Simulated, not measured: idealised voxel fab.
Documented hereafter: the process module known as voxel released beams.
In the cross-section labelled cut, the width is 240 nm and each square cell is 5 nm.
Format of a cross-section: grid, square cells. Given as bands. Order: top down. Band: one or more rows of cells.
Basically the band line says how high the top is and how high the bottom is, in nm, and then what's in it from left to right, every material with its width in nm. Empty space shows up as "blank", and if a single material carries "throughout" it runs the full band edge to edge.
Height is counted from the level 0, under which the received wafer is composed throughout of one material. The lowest of the bands is not closed at the bottom but continues downward, in the notation "0 down".
The notation "30 to 40" denotes a width that varies across the rows of cells in the band, beginning at the first number in the top row, finishing at the second number in the bottom row, and changing by an identical amount from each row to the next.
When a step is marked "no modification", none of the cells in the cross-section changed during that step.
Reported under the label "Enclosed empty spaces" are the empty spaces having no open way to the top and comprising 8 cells or more; the notation for each is width x height at distance, in which the distance is measured from the left edge and all three values are in nm.
Past the settings on a step's line: simulator remark, on that step.
overlay nm: right-of-plan distance of the mask on a masked step; negative values mean left-of-plan.

This section lists the process steps that were planned
| 1 | RECEIVE | material Si |
| 2 | CONFORMAL_DEP | material Al2O3 | thk nm 10 |
| 3 | DIRECTIONAL_DEP | material SiO2 | thk nm 10 |
| 4 | DIRECTIONAL_DEP | material aC | thk nm 15 |
| 5 | PATTERN | tone open | mask id ANCHOR | material resist | width nm 45 | thk nm 35 | overlay nm 0 |
| 6 | DIRECTIONAL_ETCH | etch materials aC | depth nm 15 |
| 7 | STRIP | etch materials resist |
| 8 | DIRECTIONAL_ETCH | etch materials SiO2 | depth nm 10 |
| 9 | STRIP | etch materials aC |
| 10 | CONFORMAL_DEP | material W | thk nm 15 |
| 11 | DIRECTIONAL_DEP | material aC | thk nm 15 |
| 12 | PATTERN | tone cover | mask id BEAM | material resist | width nm 110 | thk nm 30 | overlay nm 0 |
| 13 | DIRECTIONAL_ETCH | etch materials aC | depth nm 15 |
| 14 | STRIP | etch materials resist |
| 15 | DIRECTIONAL_ETCH | etch materials W | depth nm 15 |
| 16 | STRIP | etch materials aC |
| 17 | STRIP | etch materials SiO2 |

Incoming wafer in cross-section (state: after step 1)
    0 down  Si throughout
    Enclosed empty spaces: none

Here's the wafer cut in cross-section after the module, started and planned just like above, except one thing was done wrong in the run
    35 to 30  blank 60 / W 20 / blank 15 / W 75 / blank 70
    30 to 25  W 80 / blank 15 / W 145
    25 to 20  W throughout
    20 to 10  SiO2 65 / W 45 / SiO2 130
    10 to 0  Al2O3 throughout
    0 down  Si throughout
    Enclosed empty spaces: none
So what did we get wrong on this run? it should be noted that step 15 was executed with settings other than those planned, the operation and settings actually applied being DIRECTIONAL_ETCH | etch materials W | depth nm 5
